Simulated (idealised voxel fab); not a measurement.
The following process module bears the name voxel self aligned vias.
Cross-section cut spans 260 nm and uses square cells 5 nm in size.
If you're reading a cross-section in this doc, picture square cells in a grid; it comes to you as bands, top ones listed first down to the bottom, and a band can be one or more rows of cells. This entry defines a band. It first specifies the height of the band's top and the height of its bottom in nm, and then specifies the band's materials from left to right, stating each material with its width in nm. The word "all across" identifies a single material that fills the band from edge to edge, while the word "air" identifies empty space. Heads up on the height convention: 0 is the point under which the incoming wafer is all one material, and the lowest band has no bottom, it just keeps going down, like "0..down". A width given as "30..40" starts at the first number in the band's top row and ends at the second number in its bottom row, shifting by an equal amount at every step from row to row. "nothing different", as given for a step, is the statement that not any cell of the cross-section underwent a change during that step. Any empty space of 8 cells or more lacking an open way to the top shows up in "Closed void listing" as width x height at distance, distance from the left edge, in nm. Anything after a step's settings on that line? It's the simulator's own note about the step. The optional step-line setting "overlay nm" applies to steps with a mask and quantifies how far to the right of its planned location the mask lay, a negative value indicating leftward placement.
PROCESS STEPS - PLAN
1,RECEIVE,material Si
2,CONFORMAL_DEP,material SiO2,thk nm 15
3,CONFORMAL_DEP,material SiCN,thk nm 5
4,DIRECTIONAL_DEP,material lowk,thk nm 20
5,PATTERN,tone open,mask id LINES,material resist,width nm 20,pitch nm 60,thk nm 15,overlay nm 0
6,DIRECTIONAL_ETCH,etch materials lowk,depth nm 20
7,STRIP,etch materials resist
8,CONFORMAL_DEP,material TiN,thk nm 5
9,FILL_DEP,material Ru,thk nm 10
10,CMP,height nm 40
11,SELECTIVE_ETCH,etch materials W Ru TiN,depth nm 10
12,FILL_DEP,material SiN,thk nm 5
13,CMP,height nm 40
14,DIRECTIONAL_DEP,material lowk,thk nm 20
15,MASKED_ETCH,tone open,mask id VIAS,width nm 40,etch materials lowk,depth nm 20,overlay nm 0
16,MASKED_ETCH,tone open,mask id VIAS,width nm 40,etch materials SiN,depth nm 10,overlay nm 0
17,CONFORMAL_DEP,material TiN,thk nm 5
18,FILL_DEP,material Cu,thk nm 10
19,CMP,height nm 60
20,CONFORMAL_DEP,material SiCN,thk nm 5
WHAT FOLLOWS COVERS THE FIRST OF TWO WAFERS; IT RAN AS PLANNED
CROSS-SECTION, INCOMING MATERIAL, AFTER STEP 1
- 0..down = Si all across
- Closed void listing: none
AFTER STEP 2: WAFER CROSS-SECTION
- 15..0 = SiO2 all across
- Unchanged below 0.
AFTER STEP 3: WAFER CROSS-SECTION
- 20..15 = SiCN all across
- Unchanged below 15.
AFTER STEP 4: WAFER CROSS-SECTION
- 40..20 = lowk all across
- Unchanged below 20.
AFTER STEP 5: WAFER CROSS-SECTION
- 55..40 = resist: 90 | air: 20 | resist: 40 | air: 20 | resist: 90
- Unchanged below 40.
AFTER STEP 6: WAFER CROSS-SECTION
- 55..40 = resist: 90 | air: 20 | resist: 40 | air: 20 | resist: 90
- 40..20 = lowk: 90 | air: 20 | lowk: 40 | air: 20 | lowk: 90
- Unchanged below 20.
AFTER STEP 7: WAFER CROSS-SECTION
- 40..20 = lowk: 90 | air: 20 | lowk: 40 | air: 20 | lowk: 90
- Unchanged below 20.
AFTER STEP 8: WAFER CROSS-SECTION
- 45..40 = TiN: 95 | air: 10 | TiN: 50 | air: 10 | TiN: 95
- 40..25 = lowk: 90 | TiN: 5 | air: 10 | TiN: 5 | lowk: 40 | TiN: 5 | air: 10 | TiN: 5 | lowk: 90
- 25..20 = lowk: 90 | TiN: 20 | lowk: 40 | TiN: 20 | lowk: 90
- Unchanged below 20.
AFTER STEP 9: WAFER CROSS-SECTION
- 55..45 = Ru all across
- 45..40 = TiN: 95 | Ru: 10 | TiN: 50 | Ru: 10 | TiN: 95
- 40..25 = lowk: 90 | TiN: 5 | Ru: 10 | TiN: 5 | lowk: 40 | TiN: 5 | Ru: 10 | TiN: 5 | lowk: 90
- Unchanged below 25.
AFTER STEP 10: WAFER CROSS-SECTION
- 40..25 = lowk: 90 | TiN: 5 | Ru: 10 | TiN: 5 | lowk: 40 | TiN: 5 | Ru: 10 | TiN: 5 | lowk: 90
- Unchanged below 25.
AFTER STEP 11: WAFER CROSS-SECTION
- 40..30 = lowk: 90 | air: 20 | lowk: 40 | air: 20 | lowk: 90
- Unchanged below 30.
AFTER STEP 12: WAFER CROSS-SECTION
- 45..40 = SiN all across
- 40..30 = lowk: 90 | SiN: 20 | lowk: 40 | SiN: 20 | lowk: 90
- Unchanged below 30.
AFTER STEP 13: WAFER CROSS-SECTION
- 40..30 = lowk: 90 | SiN: 20 | lowk: 40 | SiN: 20 | lowk: 90
- Unchanged below 30.
AFTER STEP 14: WAFER CROSS-SECTION
- 60..40 = lowk all across
- Unchanged below 40.
AFTER STEP 15: WAFER CROSS-SECTION
- 60..40 = lowk: 80 | air: 40 | lowk: 140
- Unchanged below 40.
AFTER STEP 16: WAFER CROSS-SECTION
- 60..40 = lowk: 80 | air: 40 | lowk: 140
- 40..30 = lowk: 90 | air: 20 | lowk: 40 | SiN: 20 | lowk: 90
- Unchanged below 30.
AFTER STEP 17: WAFER CROSS-SECTION
- 65..60 = TiN: 85 | air: 30 | TiN: 145
- 60..45 = lowk: 80 | TiN: 5 | air: 30 | TiN: 5 | lowk: 140
- 45..40 = lowk: 80 | TiN: 15 | air: 10 | TiN: 15 | lowk: 140
- 40..35 = lowk: 90 | TiN: 5 | air: 10 | TiN: 5 | lowk: 40 | SiN: 20 | lowk: 90
- 35..30 = lowk: 90 | TiN: 20 | lowk: 40 | SiN: 20 | lowk: 90
- Unchanged below 30.
AFTER STEP 18: WAFER CROSS-SECTION
- 75..65 = Cu all across
- 65..60 = TiN: 85 | Cu: 30 | TiN: 145
- 60..45 = lowk: 80 | TiN: 5 | Cu: 30 | TiN: 5 | lowk: 140
- 45..40 = lowk: 80 | TiN: 15 | Cu: 10 | TiN: 15 | lowk: 140
- 40..35 = lowk: 90 | TiN: 5 | Cu: 10 | TiN: 5 | lowk: 40 | SiN: 20 | lowk: 90
- Unchanged below 35.
AFTER STEP 19: WAFER CROSS-SECTION
- 60..45 = lowk: 80 | TiN: 5 | Cu: 30 | TiN: 5 | lowk: 140
- Unchanged below 45.
AFTER STEP 20: WAFER CROSS-SECTION
- 65..60 = SiCN all across
- Unchanged below 60.
SECOND WAFER - SHARED START AND PLAN WITH THE FIRST - ONE ERROR IN RUNNING - SAME AS THE FIRST UP TO STEP 2 INCLUSIVE
CROSS-SECTIONAL REPRESENTATION OF THE SECOND WAFER AT THE TIME DESIGNATED IN THE PLAN FOR THE COMPLETION OF STEP 3
- 35..15 = lowk all across
- Unchanged below 15.
CROSS-SECTIONAL REPRESENTATION OF THE SECOND WAFER AT THE TIME DESIGNATED IN THE PLAN FOR THE COMPLETION OF STEP 4
- 40..35 = SiCN all across
- Unchanged below 35.
CROSS-SECTIONAL REPRESENTATION OF THE SECOND WAFER AT THE TIME DESIGNATED IN THE PLAN FOR THE COMPLETION OF STEP 5
- 55..40 = resist: 90 | air: 20 | resist: 40 | air: 20 | resist: 90
- Unchanged below 40.
Cross-sectional representation of the second wafer at the time designated in the plan for the completion of step 6: nothing different
CROSS-SECTIONAL REPRESENTATION OF THE SECOND WAFER AT THE TIME DESIGNATED IN THE PLAN FOR THE COMPLETION OF STEP 7
- 40..35 = SiCN all across
- Unchanged below 35.
CROSS-SECTIONAL REPRESENTATION OF THE SECOND WAFER AT THE TIME DESIGNATED IN THE PLAN FOR THE COMPLETION OF STEP 8
- 45..40 = TiN all across
- Unchanged below 40.
CROSS-SECTIONAL REPRESENTATION OF THE SECOND WAFER AT THE TIME DESIGNATED IN THE PLAN FOR THE COMPLETION OF STEP 9
- 55..45 = Ru all across
- Unchanged below 45.
CROSS-SECTIONAL REPRESENTATION OF THE SECOND WAFER AT THE TIME DESIGNATED IN THE PLAN FOR THE COMPLETION OF STEP 10
- 40..35 = SiCN all across
- Unchanged below 35.
Cross-sectional representation of the second wafer at the time designated in the plan for the completion of step 11: nothing different
CROSS-SECTIONAL REPRESENTATION OF THE SECOND WAFER AT THE TIME DESIGNATED IN THE PLAN FOR THE COMPLETION OF STEP 12
- 45..40 = SiN all across
- Unchanged below 40.
CROSS-SECTIONAL REPRESENTATION OF THE SECOND WAFER AT THE TIME DESIGNATED IN THE PLAN FOR THE COMPLETION OF STEP 13
- 40..35 = SiCN all across
- Unchanged below 35.
CROSS-SECTIONAL REPRESENTATION OF THE SECOND WAFER AT THE TIME DESIGNATED IN THE PLAN FOR THE COMPLETION OF STEP 14
- 60..40 = lowk all across
- Unchanged below 40.
CROSS-SECTIONAL REPRESENTATION OF THE SECOND WAFER AT THE TIME DESIGNATED IN THE PLAN FOR THE COMPLETION OF STEP 15
- 60..40 = lowk: 80 | air: 40 | lowk: 140
- Unchanged below 40.
Cross-sectional representation of the second wafer at the time designated in the plan for the completion of step 16: nothing different
CROSS-SECTIONAL REPRESENTATION OF THE SECOND WAFER AT THE TIME DESIGNATED IN THE PLAN FOR THE COMPLETION OF STEP 17
- 65..60 = TiN: 85 | air: 30 | TiN: 145
- 60..45 = lowk: 80 | TiN: 5 | air: 30 | TiN: 5 | lowk: 140
- 45..40 = lowk: 80 | TiN: 40 | lowk: 140
- Unchanged below 40.
CROSS-SECTIONAL REPRESENTATION OF THE SECOND WAFER AT THE TIME DESIGNATED IN THE PLAN FOR THE COMPLETION OF STEP 18
- 75..65 = Cu all across
- 65..60 = TiN: 85 | Cu: 30 | TiN: 145
- 60..45 = lowk: 80 | TiN: 5 | Cu: 30 | TiN: 5 | lowk: 140
- Unchanged below 45.
CROSS-SECTIONAL REPRESENTATION OF THE SECOND WAFER AT THE TIME DESIGNATED IN THE PLAN FOR THE COMPLETION OF STEP 19
- 60..45 = lowk: 80 | TiN: 5 | Cu: 30 | TiN: 5 | lowk: 140
- Unchanged below 45.
CROSS-SECTIONAL REPRESENTATION OF THE SECOND WAFER AT THE TIME DESIGNATED IN THE PLAN FOR THE COMPLETION OF STEP 20
- 65..60 = SiCN all across
- Unchanged below 60.
What was done differently from what was planned? steps 3 and 4 run out of order (swapped)
Counted in cells at the end, the second wafer holds more or fewer of these materials than the first: Cu: 4 fewer, Ru: 4 fewer, SiN: 8 fewer, TiN: 16 fewer, lowk: 32 more
